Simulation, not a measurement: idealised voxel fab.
Process module, titled voxel self aligned contacts
Section cut is 215 nm wide and gridded with 5 nm square cells.
A cross-section is written here as square cells arranged in a grid, and it is given in bands from the top down, each band taking up one or more rows of cells.
Band: top and bottom heights (nm) first, top before bottom; then materials from left to right, widths in nm. "edge to edge" marks a sole material filling the band edge to edge. "air" denotes empty space.
Note: height 0 marks the level under which the wafer is uniformly one material as received. Lowest band unbounded below, written "top 0, no bottom".
You'd read "30..40" like this: the band's top row of cells is as wide as the first number, its bottom row is as wide as the second, and going down, every row changes width by the same amount as the row before did.
Basically "all unchanged" means that step didn't change any cell in the cross-section.
In the "Completely sealed voids" entry, you get each enclosed empty space of 8 cells or more, one with no open way to the top, written width x height at distance, distance from the left edge, in nm.
Post-settings text on a step line: simulator's own remark regarding the step.
For masked steps, "overlay nm" on the step line gives how far right of plan the mask actually lay; a minus sign means it lay to the left.

SO HERE'S THE LINEUP OF PROCESS STEPS WE PLANNED
| 1 | RECEIVE: material Si |
| 2 | OXIDIZE: depth nm 5 |
| 3 | DIRECTIONAL_DEP: material polySi, thk nm 30 |
| 4 | DIRECTIONAL_DEP: material SiN, thk nm 20 |
| 5 | DIRECTIONAL_DEP: material aC, thk nm 10 |
| 6 | PATTERN: tone cover, mask id GATE, material resist, width nm 25, pitch nm 60, thk nm 25, overlay nm 0 |
| 7 | DIRECTIONAL_ETCH: etch materials aC, depth nm 10 |
| 8 | STRIP: etch materials resist |
| 9 | DIRECTIONAL_ETCH: etch materials SiN, depth nm 20 |
| 10 | DIRECTIONAL_ETCH: etch materials polySi, depth nm 30 |
| 11 | STRIP: etch materials aC |
| 12 | CONFORMAL_DEP: material SiN, thk nm 5 |
| 13 | DIRECTIONAL_ETCH: etch materials SiN, depth nm 5 |
| 14 | FILL_DEP: material SiO2, thk nm 10 |
| 15 | CMP: height nm 55 |
| 16 | PATTERN: tone open, mask id CONTACT, material resist, width nm 45, thk nm 15, overlay nm 0 |
| 17 | DIRECTIONAL_ETCH: etch materials SiO2, depth nm 60 |
| 18 | STRIP: etch materials resist |
| 19 | CONFORMAL_DEP: material TiN, thk nm 5 |
| 20 | FILL_DEP: material Ru, thk nm 10 |
| 21 | CMP: height nm 55 |
| 22 | CONFORMAL_DEP: material SiN, thk nm 5 |

FIRST WAFER OF TWO (RUN AS PLANNED)

CROSS-SECTIONAL VIEW OF THE WAFER IN ITS AS-RECEIVED CONDITION, CORRESPONDING TO THE STATE AFTER STEP 1
	top 0, no bottom = Si edge to edge
	Completely sealed voids: none

THE FOLLOWING CROSS-SECTION DEPICTS THE WAFER UPON COMPLETION OF STEP 2
	top 0, bottom -5 = SiO2 edge to edge
	Anything lower than -5 is untouched.

THE FOLLOWING CROSS-SECTION DEPICTS THE WAFER UPON COMPLETION OF STEP 3
	top 30, bottom 0 = polySi edge to edge
	Anything lower than 0 is untouched.

THE FOLLOWING CROSS-SECTION DEPICTS THE WAFER UPON COMPLETION OF STEP 4
	top 50, bottom 30 = SiN edge to edge
	Anything lower than 30 is untouched.

THE FOLLOWING CROSS-SECTION DEPICTS THE WAFER UPON COMPLETION OF STEP 5
	top 60, bottom 50 = aC edge to edge
	Anything lower than 50 is untouched.

THE FOLLOWING CROSS-SECTION DEPICTS THE WAFER UPON COMPLETION OF STEP 6
	top 85, bottom 60 = 65 of air / 25 of resist / 35 of air / 25 of resist / 65 of air
	Anything lower than 60 is untouched.

THE FOLLOWING CROSS-SECTION DEPICTS THE WAFER UPON COMPLETION OF STEP 7
	top 75, bottom 60 = 65 of air / 25 of resist / 35 of air / 25 of resist / 65 of air
	top 60, bottom 50 = 65 of air / 25 of aC / 35 of air / 25 of aC / 65 of air
	Anything lower than 50 is untouched.

THE FOLLOWING CROSS-SECTION DEPICTS THE WAFER UPON COMPLETION OF STEP 8
	top 60, bottom 50 = 65 of air / 25 of aC / 35 of air / 25 of aC / 65 of air
	Anything lower than 50 is untouched.

THE FOLLOWING CROSS-SECTION DEPICTS THE WAFER UPON COMPLETION OF STEP 9
	top 60, bottom 50 = 65 of air / 25 of aC / 35 of air / 25 of aC / 65 of air
	top 50, bottom 30 = 65 of air / 25 of SiN / 35 of air / 25 of SiN / 65 of air
	Anything lower than 30 is untouched.

THE FOLLOWING CROSS-SECTION DEPICTS THE WAFER UPON COMPLETION OF STEP 10
	top 60, bottom 50 = 65 of air / 25 of aC / 35 of air / 25 of aC / 65 of air
	top 50, bottom 30 = 65 of air / 25 of SiN / 35 of air / 25 of SiN / 65 of air
	top 30, bottom 0 = 65 of air / 25 of polySi / 35 of air / 25 of polySi / 65 of air
	Anything lower than 0 is untouched.

THE FOLLOWING CROSS-SECTION DEPICTS THE WAFER UPON COMPLETION OF STEP 11
	top 50, bottom 30 = 65 of air / 25 of SiN / 35 of air / 25 of SiN / 65 of air
	Anything lower than 30 is untouched.

THE FOLLOWING CROSS-SECTION DEPICTS THE WAFER UPON COMPLETION OF STEP 12
	top 55, bottom 30 = 60 of air / 35 of SiN / 25 of air / 35 of SiN / 60 of air
	top 30, bottom 5 = 60 of air / 5 of SiN / 25 of polySi / 5 of SiN / 25 of air / 5 of SiN / 25 of polySi / 5 of SiN / 60 of air
	top 5, bottom 0 = 65 of SiN / 25 of polySi / 35 of SiN / 25 of polySi / 65 of SiN
	Anything lower than 0 is untouched.

THE FOLLOWING CROSS-SECTION DEPICTS THE WAFER UPON COMPLETION OF STEP 13
	top 50, bottom 30 = 60 of air / 35 of SiN / 25 of air / 35 of SiN / 60 of air
	top 30, bottom 0 = 60 of air / 5 of SiN / 25 of polySi / 5 of SiN / 25 of air / 5 of SiN / 25 of polySi / 5 of SiN / 60 of air
	Anything lower than 0 is untouched.

THE FOLLOWING CROSS-SECTION DEPICTS THE WAFER UPON COMPLETION OF STEP 14
	top 60, bottom 50 = SiO2 edge to edge
	top 50, bottom 30 = 60 of SiO2 / 35 of SiN / 25 of SiO2 / 35 of SiN / 60 of SiO2
	top 30, bottom 0 = 60 of SiO2 / 5 of SiN / 25 of polySi / 5 of SiN / 25 of SiO2 / 5 of SiN / 25 of polySi / 5 of SiN / 60 of SiO2
	Anything lower than 0 is untouched.

THE FOLLOWING CROSS-SECTION DEPICTS THE WAFER UPON COMPLETION OF STEP 15
	top 55, bottom 50 = SiO2 edge to edge
	Anything lower than 50 is untouched.

THE FOLLOWING CROSS-SECTION DEPICTS THE WAFER UPON COMPLETION OF STEP 16
	top 70, bottom 55 = 85 of resist / 45 of air / 85 of resist
	Anything lower than 55 is untouched.

THE FOLLOWING CROSS-SECTION DEPICTS THE WAFER UPON COMPLETION OF STEP 17
	top 70, bottom 55 = 85 of resist / 45 of air / 85 of resist
	top 55, bottom 50 = 85 of SiO2 / 45 of air / 85 of SiO2
	top 50, bottom 30 = 60 of SiO2 / 35 of SiN / 25 of air / 35 of SiN / 60 of SiO2
	top 30, bottom 0 = 60 of SiO2 / 5 of SiN / 25 of polySi / 5 of SiN / 25 of air / 5 of SiN / 25 of polySi / 5 of SiN / 60 of SiO2
	top 0, bottom -5 = 95 of SiO2 / 25 of air / 95 of SiO2
	Anything lower than -5 is untouched.

THE FOLLOWING CROSS-SECTION DEPICTS THE WAFER UPON COMPLETION OF STEP 18
	top 55, bottom 50 = 85 of SiO2 / 45 of air / 85 of SiO2
	Anything lower than 50 is untouched.

THE FOLLOWING CROSS-SECTION DEPICTS THE WAFER UPON COMPLETION OF STEP 19
	top 60, bottom 55 = 90 of TiN / 35 of air / 90 of TiN
	top 55, bottom 50 = 85 of SiO2 / 15 of TiN / 15 of air / 15 of TiN / 85 of SiO2
	top 50, bottom 30 = 60 of SiO2 / 35 of SiN / 5 of TiN / 15 of air / 5 of TiN / 35 of SiN / 60 of SiO2
	top 30, bottom 0 = 60 of SiO2 / 5 of SiN / 25 of polySi / 5 of SiN / 5 of TiN / 15 of air / 5 of TiN / 5 of SiN / 25 of polySi / 5 of SiN / 60 of SiO2
	top 0, bottom -5 = 95 of SiO2 / 25 of TiN / 95 of SiO2
	Anything lower than -5 is untouched.

THE FOLLOWING CROSS-SECTION DEPICTS THE WAFER UPON COMPLETION OF STEP 20
	top 70, bottom 60 = Ru edge to edge
	top 60, bottom 55 = 90 of TiN / 35 of Ru / 90 of TiN
	top 55, bottom 50 = 85 of SiO2 / 15 of TiN / 15 of Ru / 15 of TiN / 85 of SiO2
	top 50, bottom 30 = 60 of SiO2 / 35 of SiN / 5 of TiN / 15 of Ru / 5 of TiN / 35 of SiN / 60 of SiO2
	top 30, bottom 0 = 60 of SiO2 / 5 of SiN / 25 of polySi / 5 of SiN / 5 of TiN / 15 of Ru / 5 of TiN / 5 of SiN / 25 of polySi / 5 of SiN / 60 of SiO2
	Anything lower than 0 is untouched.

THE FOLLOWING CROSS-SECTION DEPICTS THE WAFER UPON COMPLETION OF STEP 21
	top 55, bottom 50 = 85 of SiO2 / 15 of TiN / 15 of Ru / 15 of TiN / 85 of SiO2
	Anything lower than 50 is untouched.

THE FOLLOWING CROSS-SECTION DEPICTS THE WAFER UPON COMPLETION OF STEP 22
	top 60, bottom 55 = SiN edge to edge
	Anything lower than 55 is untouched.

THE SECOND WAFER BEGAN EXACTLY AS THE FIRST DID AND FOLLOWED THE SAME PLAN, BUT ONE MISTAKE WAS MADE WHILE RUNNING IT; THROUGH STEP 15 INCLUSIVE, THE TWO WAFERS ARE IDENTICAL

CROSS-SECTION OF THE SECOND WAFER CORRESPONDING TO THE PLANNED CONCLUSION OF STEP 16
	top 70, bottom 55 = 85 of air / 45 of resist / 85 of air
	Anything lower than 55 is untouched.

CROSS-SECTION OF THE SECOND WAFER CORRESPONDING TO THE PLANNED CONCLUSION OF STEP 17
	top 70, bottom 55 = 85 of air / 45 of resist / 85 of air
	top 55, bottom 50 = 85 of air / 45 of SiO2 / 85 of air
	top 50, bottom 30 = 60 of air / 35 of SiN / 25 of SiO2 / 35 of SiN / 60 of air
	top 30, bottom 0 = 60 of air / 5 of SiN / 25 of polySi / 5 of SiN / 25 of SiO2 / 5 of SiN / 25 of polySi / 5 of SiN / 60 of air
	top 0, bottom -5 = 60 of air / 95 of SiO2 / 60 of air
	Anything lower than -5 is untouched.

CROSS-SECTION OF THE SECOND WAFER CORRESPONDING TO THE PLANNED CONCLUSION OF STEP 18
	top 55, bottom 50 = 85 of air / 45 of SiO2 / 85 of air
	Anything lower than 50 is untouched.

CROSS-SECTION OF THE SECOND WAFER CORRESPONDING TO THE PLANNED CONCLUSION OF STEP 19
	top 60, bottom 55 = 80 of air / 55 of TiN / 80 of air
	top 55, bottom 50 = 55 of air / 30 of TiN / 45 of SiO2 / 30 of TiN / 55 of air
	top 50, bottom 30 = 55 of air / 5 of TiN / 35 of SiN / 25 of SiO2 / 35 of SiN / 5 of TiN / 55 of air
	top 30, bottom 0 = 55 of air / 5 of TiN / 5 of SiN / 25 of polySi / 5 of SiN / 25 of SiO2 / 5 of SiN / 25 of polySi / 5 of SiN / 5 of TiN / 55 of air
	top 0, bottom -5 = 60 of TiN / 95 of SiO2 / 60 of TiN
	Anything lower than -5 is untouched.

CROSS-SECTION OF THE SECOND WAFER CORRESPONDING TO THE PLANNED CONCLUSION OF STEP 20
	top 70, bottom 60 = Ru edge to edge
	top 60, bottom 55 = 80 of Ru / 55 of TiN / 80 of Ru
	top 55, bottom 50 = 55 of Ru / 30 of TiN / 45 of SiO2 / 30 of TiN / 55 of Ru
	top 50, bottom 30 = 55 of Ru / 5 of TiN / 35 of SiN / 25 of SiO2 / 35 of SiN / 5 of TiN / 55 of Ru
	top 30, bottom 0 = 55 of Ru / 5 of TiN / 5 of SiN / 25 of polySi / 5 of SiN / 25 of SiO2 / 5 of SiN / 25 of polySi / 5 of SiN / 5 of TiN / 55 of Ru
	Anything lower than 0 is untouched.

CROSS-SECTION OF THE SECOND WAFER CORRESPONDING TO THE PLANNED CONCLUSION OF STEP 21
	top 55, bottom 50 = 55 of Ru / 30 of TiN / 45 of SiO2 / 30 of TiN / 55 of Ru
	Anything lower than 50 is untouched.

CROSS-SECTION OF THE SECOND WAFER CORRESPONDING TO THE PLANNED CONCLUSION OF STEP 22
	top 60, bottom 55 = SiN edge to edge
	Anything lower than 55 is untouched.
what went wrong: step 16 went in with a setting other than planned; the actual run was PATTERN: tone cover, mask id CONTACT, material resist, width nm 45, thk nm 15, overlay nm 0
Wafer comparison, final, in cells, second relative to first, materials more or fewer: +209 Ru | -234 SiO2 | +25 TiN
